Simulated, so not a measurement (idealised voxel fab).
Process module heading - voxel self aligned contacts
Xsec cut, 145 nm wide, square cell size 5 nm.
How to read a cross-section here: the picture is a grid of square cells, written as bands going from the top down, and any band can span one or more rows of cells.
This entry defines a band. It first specifies the height of the band's top and the height of its bottom in nm, and then specifies the band's materials from left to right, stating each material with its width in nm. The word "everywhere" identifies a single material that fills the band from edge to edge, while the word "air" identifies empty space.
Beneath 0, the wafer as received is one material, and that level is where height counting begins. The lowest band goes on downward without a bottom; it is written like "0 nm and below".
The two numbers in a width such as "30 to 40" mark its ends across the band: the first belongs to the top row of cells, the second to the bottom row, and from each row to the next the width moves by the same amount.
Where a step carries "no alteration", the cross-section came out of it unchanged, cell for cell.
Any empty space of 8 cells or more lacking an open way to the top shows up in "Sealed-off cavities" as width x height at distance, distance from the left edge, in nm.
Read whatever lies past the settings on a step's line as the simulator's own remark about the step.
overlay nm: where the mask lay relative to plan, measured to the right, on steps with a mask; negatives go left.
[The following list gives the planned process steps]
| 1 | RECEIVE with material Si |
| 2 | OXIDIZE with depth nm 5 |
| 3 | DIRECTIONAL_DEP with material polySi, thk nm 20 |
| 4 | DIRECTIONAL_DEP with material SiN, thk nm 15 |
| 5 | DIRECTIONAL_DEP with material aC, thk nm 10 |
| 6 | PATTERN with tone cover, mask id GATE, material resist, width nm 35, pitch nm 60, thk nm 30, overlay nm 0 |
| 7 | DIRECTIONAL_ETCH with etch materials aC, depth nm 10 |
| 8 | STRIP with etch materials resist |
| 9 | DIRECTIONAL_ETCH with etch materials SiN, depth nm 15 |
| 10 | DIRECTIONAL_ETCH with etch materials polySi, depth nm 20 |
| 11 | STRIP with etch materials aC |
| 12 | CONFORMAL_DEP with material SiN, thk nm 5 |
| 13 | DIRECTIONAL_ETCH with etch materials SiN, depth nm 5 |
| 14 | FILL_DEP with material SiO2, thk nm 15 |
| 15 | CMP with height nm 40 |
| 16 | MASKED_ETCH with tone open, mask id CONTACT, width nm 35, etch materials SiO2, depth nm 45, overlay nm 0 |
| 17 | CONFORMAL_DEP with material TiN, thk nm 5 |
| 18 | FILL_DEP with material Ru, thk nm 5 |
| 19 | CMP with height nm 40 |
| 20 | CONFORMAL_DEP with material SiN, thk nm 5 |
[First wafer, two in total, run as planned]
[Cross-section of the wafer as it came to us, i.e., already through step 1]
0 nm and below | Si everywhere
Sealed-off cavities: none
[The wafer, seen in cross-section, after step 2]
0 nm to -5 nm | SiO2 everywhere
Under the height -5 nothing was changed.
[The wafer, seen in cross-section, after step 3]
20 nm to 0 nm | polySi everywhere
Under the height 0 nothing was changed.
[The wafer, seen in cross-section, after step 4]
35 nm to 20 nm | SiN everywhere
Under the height 20 nothing was changed.
[The wafer, seen in cross-section, after step 5]
45 nm to 35 nm | aC everywhere
Under the height 35 nothing was changed.
[The wafer, seen in cross-section, after step 6]
75 nm to 45 nm | air=25 / resist=35 / air=25 / resist=35 / air=25
Under the height 45 nothing was changed.
[The wafer, seen in cross-section, after step 7]
65 nm to 45 nm | air=25 / resist=35 / air=25 / resist=35 / air=25
45 nm to 35 nm | air=25 / aC=35 / air=25 / aC=35 / air=25
Under the height 35 nothing was changed.
[The wafer, seen in cross-section, after step 8]
45 nm to 35 nm | air=25 / aC=35 / air=25 / aC=35 / air=25
Under the height 35 nothing was changed.
[The wafer, seen in cross-section, after step 9]
45 nm to 35 nm | air=25 / aC=35 / air=25 / aC=35 / air=25
35 nm to 20 nm | air=25 / SiN=35 / air=25 / SiN=35 / air=25
Under the height 20 nothing was changed.
[The wafer, seen in cross-section, after step 10]
45 nm to 35 nm | air=25 / aC=35 / air=25 / aC=35 / air=25
35 nm to 20 nm | air=25 / SiN=35 / air=25 / SiN=35 / air=25
20 nm to 0 nm | air=25 / polySi=35 / air=25 / polySi=35 / air=25
Under the height 0 nothing was changed.
[The wafer, seen in cross-section, after step 11]
35 nm to 20 nm | air=25 / SiN=35 / air=25 / SiN=35 / air=25
Under the height 20 nothing was changed.
[The wafer, seen in cross-section, after step 12]
40 nm to 20 nm | air=20 / SiN=45 / air=15 / SiN=45 / air=20
20 nm to 5 nm | air=20 / SiN=5 / polySi=35 / SiN=5 / air=15 / SiN=5 / polySi=35 / SiN=5 / air=20
5 nm to 0 nm | SiN=25 / polySi=35 / SiN=25 / polySi=35 / SiN=25
Under the height 0 nothing was changed.
[The wafer, seen in cross-section, after step 13]
35 nm to 20 nm | air=20 / SiN=45 / air=15 / SiN=45 / air=20
20 nm to 0 nm | air=20 / SiN=5 / polySi=35 / SiN=5 / air=15 / SiN=5 / polySi=35 / SiN=5 / air=20
Under the height 0 nothing was changed.
[The wafer, seen in cross-section, after step 14]
50 nm to 35 nm | SiO2 everywhere
35 nm to 20 nm | SiO2=20 / SiN=45 / SiO2=15 / SiN=45 / SiO2=20
20 nm to 0 nm | SiO2=20 / SiN=5 / polySi=35 / SiN=5 / SiO2=15 / SiN=5 / polySi=35 / SiN=5 / SiO2=20
Under the height 0 nothing was changed.
[The wafer, seen in cross-section, after step 15]
40 nm to 35 nm | SiO2 everywhere
Under the height 35 nothing was changed.
[The wafer, seen in cross-section, after step 16]
40 nm to 35 nm | SiO2=55 / air=35 / SiO2=55
35 nm to 20 nm | SiO2=20 / SiN=45 / air=15 / SiN=45 / SiO2=20
20 nm to 0 nm | SiO2=20 / SiN=5 / polySi=35 / SiN=5 / air=15 / SiN=5 / polySi=35 / SiN=5 / SiO2=20
0 nm to -5 nm | SiO2=65 / air=15 / SiO2=65
Under the height -5 nothing was changed.
[The wafer, seen in cross-section, after step 17]
45 nm to 40 nm | TiN=60 / air=25 / TiN=60
40 nm to 35 nm | SiO2=55 / TiN=15 / air=5 / TiN=15 / SiO2=55
35 nm to 20 nm | SiO2=20 / SiN=45 / TiN=5 / air=5 / TiN=5 / SiN=45 / SiO2=20
20 nm to 0 nm | SiO2=20 / SiN=5 / polySi=35 / SiN=5 / TiN=5 / air=5 / TiN=5 / SiN=5 / polySi=35 / SiN=5 / SiO2=20
0 nm to -5 nm | SiO2=65 / TiN=15 / SiO2=65
Under the height -5 nothing was changed.
[The wafer, seen in cross-section, after step 18]
50 nm to 45 nm | Ru everywhere
45 nm to 40 nm | TiN=60 / Ru=25 / TiN=60
40 nm to 35 nm | SiO2=55 / TiN=15 / Ru=5 / TiN=15 / SiO2=55
35 nm to 20 nm | SiO2=20 / SiN=45 / TiN=5 / Ru=5 / TiN=5 / SiN=45 / SiO2=20
20 nm to 0 nm | SiO2=20 / SiN=5 / polySi=35 / SiN=5 / TiN=5 / Ru=5 / TiN=5 / SiN=5 / polySi=35 / SiN=5 / SiO2=20
Under the height 0 nothing was changed.
[The wafer, seen in cross-section, after step 19]
40 nm to 35 nm | SiO2=55 / TiN=15 / Ru=5 / TiN=15 / SiO2=55
Under the height 35 nothing was changed.
[The wafer, seen in cross-section, after step 20]
45 nm to 40 nm | SiN everywhere
Under the height 40 nothing was changed.
[The second wafer began exactly as the first did and followed the same plan, but one mistake was made while running it; through step 15 inclusive, the two wafers are identical]
[Cross-sectional view of the second wafer at the intended end time of process step 16]
40 nm to 35 nm | SiO2=45 / air=35 / SiO2=65
35 nm to 20 nm | SiO2=20 / SiN=45 / air=15 / SiN=45 / SiO2=20
20 nm to 0 nm | SiO2=20 / SiN=5 / polySi=35 / SiN=5 / air=15 / SiN=5 / polySi=35 / SiN=5 / SiO2=20
0 nm to -5 nm | SiO2=65 / air=15 / SiO2=65
Under the height -5 nothing was changed.
[Cross-sectional view of the second wafer at the intended end time of process step 17]
45 nm to 40 nm | TiN=50 / air=25 / TiN=70
40 nm to 35 nm | SiO2=45 / TiN=25 / air=5 / TiN=5 / SiO2=65
35 nm to 20 nm | SiO2=20 / SiN=45 / TiN=5 / air=5 / TiN=5 / SiN=45 / SiO2=20
20 nm to 0 nm | SiO2=20 / SiN=5 / polySi=35 / SiN=5 / TiN=5 / air=5 / TiN=5 / SiN=5 / polySi=35 / SiN=5 / SiO2=20
0 nm to -5 nm | SiO2=65 / TiN=15 / SiO2=65
Under the height -5 nothing was changed.
[Cross-sectional view of the second wafer at the intended end time of process step 18]
50 nm to 45 nm | Ru everywhere
45 nm to 40 nm | TiN=50 / Ru=25 / TiN=70
40 nm to 35 nm | SiO2=45 / TiN=25 / Ru=5 / TiN=5 / SiO2=65
35 nm to 20 nm | SiO2=20 / SiN=45 / TiN=5 / Ru=5 / TiN=5 / SiN=45 / SiO2=20
20 nm to 0 nm | SiO2=20 / SiN=5 / polySi=35 / SiN=5 / TiN=5 / Ru=5 / TiN=5 / SiN=5 / polySi=35 / SiN=5 / SiO2=20
Under the height 0 nothing was changed.
[Cross-sectional view of the second wafer at the intended end time of process step 19]
40 nm to 35 nm | SiO2=45 / TiN=25 / Ru=5 / TiN=5 / SiO2=65
Under the height 35 nothing was changed.
[Cross-sectional view of the second wafer at the intended end time of process step 20]
45 nm to 40 nm | SiN everywhere
Under the height 40 nothing was changed.
What was the processing mistake? step 16 did not happen as planned, as run it was MASKED_ETCH with tone open, mask id CONTACT, width nm 35, etch materials SiO2, depth nm 45, overlay nm -10
At the end, each material covers as many cells on the second wafer as it does on the first, though the cells it covers are elsewhere.
